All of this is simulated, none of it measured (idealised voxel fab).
Process module heading - voxel transistor to metal
FYI the section here is cut, 145 nm wide, cells are 5 nm squares.
For the purposes of this document, a cross-section shall be understood as a grid of square cells, specified as bands listed in top-to-bottom order, each band consisting of one or more rows of cells.
Band: top and bottom heights (nm) first, top before bottom; then materials from left to right, widths in nm. "throughout" marks a sole material filling the band edge to edge. "blank" denotes empty space.
Height is counted from the level 0, under which the received wafer is composed throughout of one material. The lowest of the bands is not closed at the bottom but continues downward, in the notation "top 0, no bottom".
Per-row width for "30..40": begins at first number (top row of band), ends at second number (bottom row), increment between rows held constant.
"left unchanged" (step): cross-section cells unchanged, all of them.
Reported under the label "Completely sealed voids" are the empty spaces having no open way to the top and comprising 8 cells or more; the notation for each is width x height at distance, in which the distance is measured from the left edge and all three values are in nm.
Text after the settings on a step's line: the simulator's own remark on that step.
overlay nm: mask offset rightward from planned place, masked step; negative means leftward offset.
## The following list gives the planned process steps
1 RECEIVE | material Si
2 CONFORMAL_DEP | material SiO2 | thk nm 5
3 CONFORMAL_DEP | material SiN | thk nm 15
4 DIRECTIONAL_DEP | material aC | thk nm 15
5 PATTERN | tone cover | mask id ACTIVE | material resist | width nm 95 | thk nm 30 | overlay nm 0
6 DIRECTIONAL_ETCH | etch materials aC | depth nm 15
7 STRIP | etch materials resist
8 DIRECTIONAL_ETCH | etch materials SiN | depth nm 15
9 DIRECTIONAL_ETCH | etch materials SiO2 | depth nm 5
10 DIRECTIONAL_ETCH | etch materials Si | depth nm 35
11 STRIP | etch materials aC
12 OXIDIZE | depth nm 5
13 FILL_DEP | material SiO2 | thk nm 10
14 CMP | height nm 20
15 SELECTIVE_ETCH | etch materials SiO2 | depth nm 10
16 STRIP | etch materials SiN
17 SELECTIVE_ETCH | etch materials SiO2 | depth nm 5
18 OXIDIZE | depth nm 5
19 DIRECTIONAL_DEP | material polySi | thk nm 30
20 DIRECTIONAL_DEP | material SiCN | thk nm 10
21 DIRECTIONAL_DEP | material aC | thk nm 15
22 PATTERN | tone cover | mask id GATE | material resist | width nm 25 | thk nm 35 | overlay nm 0
23 DIRECTIONAL_ETCH | etch materials aC | depth nm 15
24 STRIP | etch materials resist
25 DIRECTIONAL_ETCH | etch materials SiCN | depth nm 20
26 DIRECTIONAL_ETCH | etch materials polySi | depth nm 40
27 STRIP | etch materials aC
28 CONFORMAL_DEP | material SiN | thk nm 5
29 DIRECTIONAL_ETCH | etch materials SiN | depth nm 5
30 DIRECTIONAL_ETCH | etch materials SiO2 | depth nm 5
31 DIRECTIONAL_ETCH | etch materials Si | depth nm 15
32 EPI | material SiGe | thk nm 20
33 FILL_DEP | material SiO2 | thk nm 5
34 CMP | height nm 30
35 STRIP | etch materials polySi
36 SELECTIVE_ETCH | etch materials SiO2 | depth nm 5
37 CONFORMAL_DEP | material HfO2 | thk nm 5
38 CONFORMAL_DEP | material TiN | thk nm 5
39 FILL_DEP | material W | thk nm 10
40 CMP | height nm 25
41 DIRECTIONAL_DEP | material SiO2 | thk nm 10
42 MASKED_ETCH | tone open | mask id CONTACT | width nm 15 | pitch nm 70 | etch materials SiO2 | depth nm 35 | overlay nm 0
43 CONFORMAL_DEP | material TiN | thk nm 5
44 FILL_DEP | material Ru | thk nm 10
45 CMP | height nm 35
46 CONFORMAL_DEP | material SiCN | thk nm 5
47 DIRECTIONAL_DEP | material SiO2 | thk nm 20
48 MASKED_ETCH | tone open | mask id METAL_1 | width nm 15 | pitch nm 70 | etch materials SiO2 | depth nm 20 | overlay nm 0
49 MASKED_ETCH | tone open | mask id METAL_1 | width nm 15 | pitch nm 70 | etch materials SiCN | depth nm 5 | overlay nm 0
50 CONFORMAL_DEP | material TiN | thk nm 5
51 FILL_DEP | material W | thk nm 5
52 CMP | height nm 60
53 EPI | material Ru | thk nm 5
54 FILL_DEP | material SiCN | thk nm 5
## So this is the incoming wafer in cross-section - it's already been through step 1
  top 0, no bottom: Si throughout
  Completely sealed voids: none
## The plan above was carried out on the starting structure above with one mistake, and this cross-section shows the wafer at the end of the module
  top 70, bottom 65: SiCN throughout
  top 65, bottom 60: SiCN 25 | Ru 25 | SiCN 45 | Ru 25 | SiCN 25
  top 60, bottom 40: SiO2 30 | TiN 5 | W 5 | TiN 5 | SiO2 55 | TiN 5 | W 5 | TiN 5 | SiO2 30
  top 40, bottom 35: SiCN 30 | TiN 15 | SiCN 55 | TiN 15 | SiCN 30
  top 35, bottom 25: SiO2 30 | TiN 5 | Ru 5 | TiN 5 | SiO2 55 | TiN 5 | Ru 5 | TiN 5 | SiO2 30
  top 25, bottom 20: SiO2 30 | TiN 5 | Ru 5 | TiN 5 | SiO2 10 | SiN 5 | HfO2 5 | TiN 5 | W 5 | TiN 5 | HfO2 5 | SiN 5 | SiO2 10 | TiN 5 | Ru 5 | TiN 5 | SiO2 30
  top 20, bottom 15: SiO2 30 | TiN 15 | SiO2 10 | SiN 5 | HfO2 5 | TiN 5 | W 5 | TiN 5 | HfO2 5 | SiN 5 | SiO2 10 | TiN 15 | SiO2 30
  top 15, bottom 5: SiO2 30 | TiN 5 | SiGe 20 | SiN 5 | HfO2 5 | TiN 5 | W 5 | TiN 5 | HfO2 5 | SiN 5 | SiGe 20 | TiN 5 | SiO2 30
  top 5, bottom 0: SiO2 20 | SiN 5 | SiO2 5 | TiN 5 | SiGe 20 | SiN 5 | HfO2 5 | TiN 15 | HfO2 5 | SiN 5 | SiGe 20 | TiN 5 | SiO2 10 | SiN 5 | SiO2 15
  top 0, bottom -5: SiO2 25 | SiGe 30 | HfO2 35 | SiGe 35 | SiO2 20
  top -5, bottom -20: SiO2 30 | SiGe 25 | Si 35 | SiGe 30 | SiO2 25
  top -20, bottom -40: SiO2 30 | Si 90 | SiO2 25
  top -40, no bottom: Si throughout
  Completely sealed voids: none
So what did we get wrong on this run? step 5 was processed under conditions differing from the plan, specifically as PATTERN | tone cover | mask id ACTIVE | material resist | width nm 100 | thk nm 30 | overlay nm 0
